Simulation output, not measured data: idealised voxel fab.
voxel lift off: a process module
Section cut is 285 nm wide and gridded with 5 nm square cells.
We lay out every cross-section as a grid of square cells and spell it out in bands from the top down, where one band means one or more rows of cells. Each band's line starts with the height of the band's top and of its bottom, in nm. Then come its materials from left to right, each with its width in nm. One material with "throughout" fills the band from edge to edge. "empty" is empty space. Ref level 0: as-received wafer is one material below here. Bottom band extends down with no lower bound ("from 0 down"). A width such as "30->40" changes by the same amount from each row of cells to the next, from the band's top row to its bottom row. No cell of the cross-section changed in a step that is given as "no alteration". "Unvented voids" enumerates empty spaces isolated from the top, with no open way to it, that contain at least 8 cells, giving each as width x height at distance from the left edge, all three in nm. Whatever follows a step's settings on its line is a remark the simulator itself makes about that step. If you see "overlay nm" on a step's line and that step has a mask, it's telling you how far right of where it was planned the mask ended up; a negative number means it went left instead. Note: before/after cross-section pairs follow, one process step per pair, after-side truncated at the lowest changed band, step and settings given beneath. Different runs of this module on the same starting wafer may supply the pairs; a pair continues the one above only where the "Prior to step" entry says so.

Prior to step
> from 0 down: Si throughout
> Unvented voids: none

Structure After Step
> from 15 to 0: SiO2 throughout
> Below 0, no change.
> Unvented voids: none
What step was run between the cross-section before it and the cross-section after it, both above? CONFORMAL_DEP, material SiO2, thk nm 15

Prior to step: cross-section not repeated; it is the one shown after the step in the pair just above.

Structure After Step
> from 30 to 15: 75 of resist / 15 of empty / 25 of resist / 15 of empty / 25 of resist / 15 of empty / 25 of resist / 15 of empty / 75 of resist
> Below 15, no change.
> Unvented voids: none
What step was run between the cross-section before it and the cross-section after it, both above? PATTERN, tone open, mask id LINES, material resist, width nm 15, pitch nm 40, thk nm 15, overlay nm 0

Prior to step: cross-section not repeated; it is the one shown after the step in the pair just above.

Structure After Step
> from 35 to 30: 75 of Ru / 15 of empty / 25 of Ru / 15 of empty / 25 of Ru / 15 of empty / 25 of Ru / 15 of empty / 75 of Ru
> from 30 to 20: 75 of resist / 15 of empty / 25 of resist / 15 of empty / 25 of resist / 15 of empty / 25 of resist / 15 of empty / 75 of resist
> from 20 to 15: 75 of resist / 15 of Ru / 25 of resist / 15 of Ru / 25 of resist / 15 of Ru / 25 of resist / 15 of Ru / 75 of resist
> Below 15, no change.
> Unvented voids: none
What step was run between the cross-section before it and the cross-section after it, both above? DIRECTIONAL_DEP, material Ru, thk nm 5

Prior to step: cross-section not repeated; it is the one shown after the step in the pair just above.

Structure After Step
> from 20 to 15: 75 of empty / 15 of Ru / 25 of empty / 15 of Ru / 25 of empty / 15 of Ru / 25 of empty / 15 of Ru / 75 of empty
> Below 15, no change.
> Unvented voids: none
What step was run between the cross-section before it and the cross-section after it, both above? STRIP, etch materials resist

Prior to step: cross-section not repeated; it is the one shown after the step in the pair just above.

Structure After Step
> from 30 to 25: 65 of empty / 35 of SiCN / 5 of empty / 35 of SiCN / 5 of empty / 35 of SiCN / 5 of empty / 35 of SiCN / 65 of empty
> from 25 to 20: SiCN throughout
> from 20 to 15: 75 of SiCN / 15 of Ru / 25 of SiCN / 15 of Ru / 25 of SiCN / 15 of Ru / 25 of SiCN / 15 of Ru / 75 of SiCN
> Below 15, no change.
> Unvented voids: none
What step was run between the cross-section before it and the cross-section after it, both above? CONFORMAL_DEP, material SiCN, thk nm 10

Prior to step
> from 30 to 15: 75 of resist / 15 of empty / 25 of resist / 15 of empty / 25 of resist / 15 of empty / 25 of resist / 15 of empty / 75 of resist
> from 15 to 0: SiO2 throughout
> from 0 down: Si throughout
> Unvented voids: none

Structure After Step
> from 15 to 0: SiO2 throughout
> Below 0, no change.
> Unvented voids: none
What step was run between the cross-section before it and the cross-section after it, both above? STRIP, etch materials resist

Prior to step: cross-section not repeated; it is the one shown after the step in the pair just above.

Structure After Step
> from 25 to 15: SiCN throughout
> Below 15, no change.
> Unvented voids: none
What step was run between the cross-section before it and the cross-section after it, both above? CONFORMAL_DEP, material SiCN, thk nm 10

Prior to step
> from 15 to 0: SiO2 throughout
> from 0 down: Si throughout
> Unvented voids: none

Structure After Step
> from 30 to 0: SiO2 throughout
> Below 0, no change.
> Unvented voids: none
What step was run between the cross-section before it and the cross-section after it, both above? CONFORMAL_DEP, material SiO2, thk nm 15

Prior to step: cross-section not repeated; it is the one shown after the step in the pair just above.

Structure After Step
> from 45 to 30: 75 of resist / 15 of empty / 25 of resist / 15 of empty / 25 of resist / 15 of empty / 25 of resist / 15 of empty / 75 of resist
> Below 30, no change.
> Unvented voids: none
What step was run between the cross-section before it and the cross-section after it, both above? PATTERN, tone open, mask id LINES, material resist, width nm 15, pitch nm 40, thk nm 15, overlay nm 0

Prior to step: cross-section not repeated; it is the one shown after the step in the pair just above.

Structure After Step
> from 50 to 45: 75 of Ru / 15 of empty / 25 of Ru / 15 of empty / 25 of Ru / 15 of empty / 25 of Ru / 15 of empty / 75 of Ru
> from 45 to 35: 75 of resist / 15 of empty / 25 of resist / 15 of empty / 25 of resist / 15 of empty / 25 of resist / 15 of empty / 75 of resist
> from 35 to 30: 75 of resist / 15 of Ru / 25 of resist / 15 of Ru / 25 of resist / 15 of Ru / 25 of resist / 15 of Ru / 75 of resist
> Below 30, no change.
> Unvented voids: none
What step was run between the cross-section before it and the cross-section after it, both above? DIRECTIONAL_DEP, material Ru, thk nm 5

Prior to step: cross-section not repeated; it is the one shown after the step in the pair just above.

Structure After Step
> from 35 to 30: 75 of empty / 15 of Ru / 25 of empty / 15 of Ru / 25 of empty / 15 of Ru / 25 of empty / 15 of Ru / 75 of empty
> Below 30, no change.
> Unvented voids: none
What step was run between the cross-section before it and the cross-section after it, both above? STRIP, etch materials resist

Prior to step: cross-section not repeated; it is the one shown after the step in the pair just above.

Structure After Step
> from 45 to 40: 65 of empty / 35 of SiCN / 5 of empty / 35 of SiCN / 5 of empty / 35 of SiCN / 5 of empty / 35 of SiCN / 65 of empty
> from 40 to 35: SiCN throughout
> from 35 to 30: 75 of SiCN / 15 of Ru / 25 of SiCN / 15 of Ru / 25 of SiCN / 15 of Ru / 25 of SiCN / 15 of Ru / 75 of SiCN
> Below 30, no change.
> Unvented voids: none
What step was run between the cross-section before it and the cross-section after it, both above? CONFORMAL_DEP, material SiCN, thk nm 10

Prior to step
> from 20 to 15: 75 of empty / 15 of Ru / 25 of empty / 15 of Ru / 25 of empty / 15 of Ru / 25 of empty / 15 of Ru / 75 of empty
> from 15 to 0: SiO2 throughout
> from 0 down: Si throughout
> Unvented voids: none

Structure After Step
> from 35 to 30: 60 of empty / 165 of SiCN / 60 of empty
> from 30 to 20: SiCN throughout
> from 20 to 15: 75 of SiCN / 15 of Ru / 25 of SiCN / 15 of Ru / 25 of SiCN / 15 of Ru / 25 of SiCN / 15 of Ru / 75 of SiCN
> Below 15, no change.
> Unvented voids: none
What step was run between the cross-section before it and the cross-section after it, both above? CONFORMAL_DEP, material SiCN, thk nm 15

Prior to step
> from 15 to 0: SiO2 throughout
> from 0 down: Si throughout
> Unvented voids: none

Structure After Step
> from 30 to 15: 70 of resist / 25 of empty / 15 of resist / 25 of empty / 15 of resist / 25 of empty / 15 of resist / 25 of empty / 70 of resist
> Below 15, no change.
> Unvented voids: none
What step was run between the cross-section before it and the cross-section after it, both above? PATTERN, tone open, mask id LINES, material resist, width nm 25, pitch nm 40, thk nm 15, overlay nm 0

Prior to step: cross-section not repeated; it is the one shown after the step in the pair just above.

Structure After Step
> from 35 to 30: 70 of Ru / 25 of empty / 15 of Ru / 25 of empty / 15 of Ru / 25 of empty / 15 of Ru / 25 of empty / 70 of Ru
> from 30 to 20: 70 of resist / 25 of empty / 15 of resist / 25 of empty / 15 of resist / 25 of empty / 15 of resist / 25 of empty / 70 of resist
> from 20 to 15: 70 of resist / 25 of Ru / 15 of resist / 25 of Ru / 15 of resist / 25 of Ru / 15 of resist / 25 of Ru / 70 of resist
> Below 15, no change.
> Unvented voids: none
What step was run between the cross-section before it and the cross-section after it, both above? DIRECTIONAL_DEP, material Ru, thk nm 5

Prior to step: cross-section not repeated; it is the one shown after the step in the pair just above.

Structure After Step
> from 20 to 15: 70 of empty / 25 of Ru / 15 of empty / 25 of Ru / 15 of empty / 25 of Ru / 15 of empty / 25 of Ru / 70 of empty
> Below 15, no change.
> Unvented voids: none
What step was run between the cross-section before it and the cross-section after it, both above? STRIP, etch materials resist

Prior to step: cross-section not repeated; it is the one shown after the step in the pair just above.

Structure After Step
> from 30 to 25: 60 of empty / 165 of SiCN / 60 of empty
> from 25 to 20: SiCN throughout
> from 20 to 15: 70 of SiCN / 25 of Ru / 15 of SiCN / 25 of Ru / 15 of SiCN / 25 of Ru / 15 of SiCN / 25 of Ru / 70 of SiCN
> Below 15, no change.
> Unvented voids: none
What step was run between the cross-section before it and the cross-section after it, both above? CONFORMAL_DEP, material SiCN, thk nm 10

Prior to step
> from 15 to 0: SiO2 throughout
> from 0 down: Si throughout
> Unvented voids: none

Structure After Step
> from 30 to 15: 80 of resist / 15 of empty / 25 of resist / 15 of empty / 25 of resist / 15 of empty / 25 of resist / 15 of empty / 70 of resist
> Below 15, no change.
> Unvented voids: none
What step was run between the cross-section before it and the cross-section after it, both above? PATTERN, tone open, mask id LINES, material resist, width nm 15, pitch nm 40, thk nm 15, overlay nm 5

Prior to step: cross-section not repeated; it is the one shown after the step in the pair just above.

Structure After Step
> from 35 to 30: 80 of Ru / 15 of empty / 25 of Ru / 15 of empty / 25 of Ru / 15 of empty / 25 of Ru / 15 of empty / 70 of Ru
> from 30 to 20: 80 of resist / 15 of empty / 25 of resist / 15 of empty / 25 of resist / 15 of empty / 25 of resist / 15 of empty / 70 of resist
> from 20 to 15: 80 of resist / 15 of Ru / 25 of resist / 15 of Ru / 25 of resist / 15 of Ru / 25 of resist / 15 of Ru / 70 of resist
> Below 15, no change.
> Unvented voids: none
What step was run between the cross-section before it and the cross-section after it, both above? DIRECTIONAL_DEP, material Ru, thk nm 5

Prior to step: cross-section not repeated; it is the one shown after the step in the pair just above.

Structure After Step
> from 20 to 15: 80 of empty / 15 of Ru / 25 of empty / 15 of Ru / 25 of empty / 15 of Ru / 25 of empty / 15 of Ru / 70 of empty
> Below 15, no change.
> Unvented voids: none
What step was run between the cross-section before it and the cross-section after it, both above? STRIP, etch materials resist

Prior to step: cross-section not repeated; it is the one shown after the step in the pair just above.

Structure After Step
> from 30 to 25: 70 of empty / 35 of SiCN / 5 of empty / 35 of SiCN / 5 of empty / 35 of SiCN / 5 of empty / 35 of SiCN / 60 of empty
> from 25 to 20: SiCN throughout
> from 20 to 15: 80 of SiCN / 15 of Ru / 25 of SiCN / 15 of Ru / 25 of SiCN / 15 of Ru / 25 of SiCN / 15 of Ru / 70 of SiCN
> Below 15, no change.
> Unvented voids: none
What step was run between the cross-section before it and the cross-section after it, both above? CONFORMAL_DEP, material SiCN, thk nm 10

Prior to step
> from 0 down: Si throughout
> Unvented voids: none

Structure After Step
> from 15 to 0: Ru throughout
> Below 0, no change.
> Unvented voids: none
What step was run between the cross-section before it and the cross-section after it, both above? CONFORMAL_DEP, material Ru, thk nm 15

Prior to step: cross-section not repeated; it is the one shown after the step in the pair just above.

Structure After Step
> from 30 to 15: 75 of resist / 15 of empty / 25 of resist / 15 of empty / 25 of resist / 15 of empty / 25 of resist / 15 of empty / 75 of resist
> Below 15, no change.
> Unvented voids: none
What step was run between the cross-section before it and the cross-section after it, both above? PATTERN, tone open, mask id LINES, material resist, width nm 15, pitch nm 40, thk nm 15, overlay nm 0

Prior to step: cross-section not repeated; it is the one shown after the step in the pair just above.

Structure After Step
> from 35 to 30: 75 of Ru / 15 of empty / 25 of Ru / 15 of empty / 25 of Ru / 15 of empty / 25 of Ru / 15 of empty / 75 of Ru
> from 30 to 20: 75 of resist / 15 of empty / 25 of resist / 15 of empty / 25 of resist / 15 of empty / 25 of resist / 15 of empty / 75 of resist
> from 20 to 15: 75 of resist / 15 of Ru / 25 of resist / 15 of Ru / 25 of resist / 15 of Ru / 25 of resist / 15 of Ru / 75 of resist
> Below 15, no change.
> Unvented voids: none
What step was run between the cross-section before it and the cross-section after it, both above? DIRECTIONAL_DEP, material Ru, thk nm 5

Prior to step: cross-section not repeated; it is the one shown after the step in the pair just above.

Structure After Step
> from 20 to 15: 75 of empty / 15 of Ru / 25 of empty / 15 of Ru / 25 of empty / 15 of Ru / 25 of empty / 15 of Ru / 75 of empty
> Below 15, no change.
> Unvented voids: none
What step was run between the cross-section before it and the cross-section after it, both above? STRIP, etch materials resist

Prior to step: cross-section not repeated; it is the one shown after the step in the pair just above.

Structure After Step
> from 30 to 25: 65 of empty / 35 of SiCN / 5 of empty / 35 of SiCN / 5 of empty / 35 of SiCN / 5 of empty / 35 of SiCN / 65 of empty
> from 25 to 20: SiCN throughout
> from 20 to 15: 75 of SiCN / 15 of Ru / 25 of SiCN / 15 of Ru / 25 of SiCN / 15 of Ru / 25 of SiCN / 15 of Ru / 75 of SiCN
> Below 15, no change.
> Unvented voids: none
What step was run between the cross-section before it and the cross-section after it, both above? CONFORMAL_DEP, material SiCN, thk nm 10

Prior to step
> from 15 to 0: SiO2 throughout
> from 0 down: Si throughout
> Unvented voids: none

Structure After Step
> from 30 to 15: 75 of empty / 15 of resist / 25 of empty / 15 of resist / 25 of empty / 15 of resist / 25 of empty / 15 of resist / 75 of empty
> Below 15, no change.
> Unvented voids: none
What step was run between the cross-section before it and the cross-section after it, both above? PATTERN, tone cover, mask id LINES, material resist, width nm 15, pitch nm 40, thk nm 15, overlay nm 0

Prior to step: cross-section not repeated; it is the one shown after the step in the pair just above.

Structure After Step
> from 35 to 30: 75 of empty / 15 of Ru / 25 of empty / 15 of Ru / 25 of empty / 15 of Ru / 25 of empty / 15 of Ru / 75 of empty
> from 30 to 20: 75 of empty / 15 of resist / 25 of empty / 15 of resist / 25 of empty / 15 of resist / 25 of empty / 15 of resist / 75 of empty
> from 20 to 15: 75 of Ru / 15 of resist / 25 of Ru / 15 of resist / 25 of Ru / 15 of resist / 25 of Ru / 15 of resist / 75 of Ru
> Below 15, no change.
> Unvented voids: none
What step was run between the cross-section before it and the cross-section after it, both above? DIRECTIONAL_DEP, material Ru, thk nm 5

Prior to step: cross-section not repeated; it is the one shown after the step in the pair just above.

Structure After Step
> from 20 to 15: 75 of Ru / 15 of empty / 25 of Ru / 15 of empty / 25 of Ru / 15 of empty / 25 of Ru / 15 of empty / 75 of Ru
> Below 15, no change.
> Unvented voids: none
What step was run between the cross-section before it and the cross-section after it, both above? STRIP, etch materials resist

Prior to step: cross-section not repeated; it is the one shown after the step in the pair just above.

Structure After Step
> from 30 to 20: SiCN throughout
> from 20 to 15: 75 of Ru / 15 of SiCN / 25 of Ru / 15 of SiCN / 25 of Ru / 15 of SiCN / 25 of Ru / 15 of SiCN / 75 of Ru
> Below 15, no change.
> Unvented voids: none
What step was run between the cross-section before it and the cross-section after it, both above? CONFORMAL_DEP, material SiCN, thk nm 10
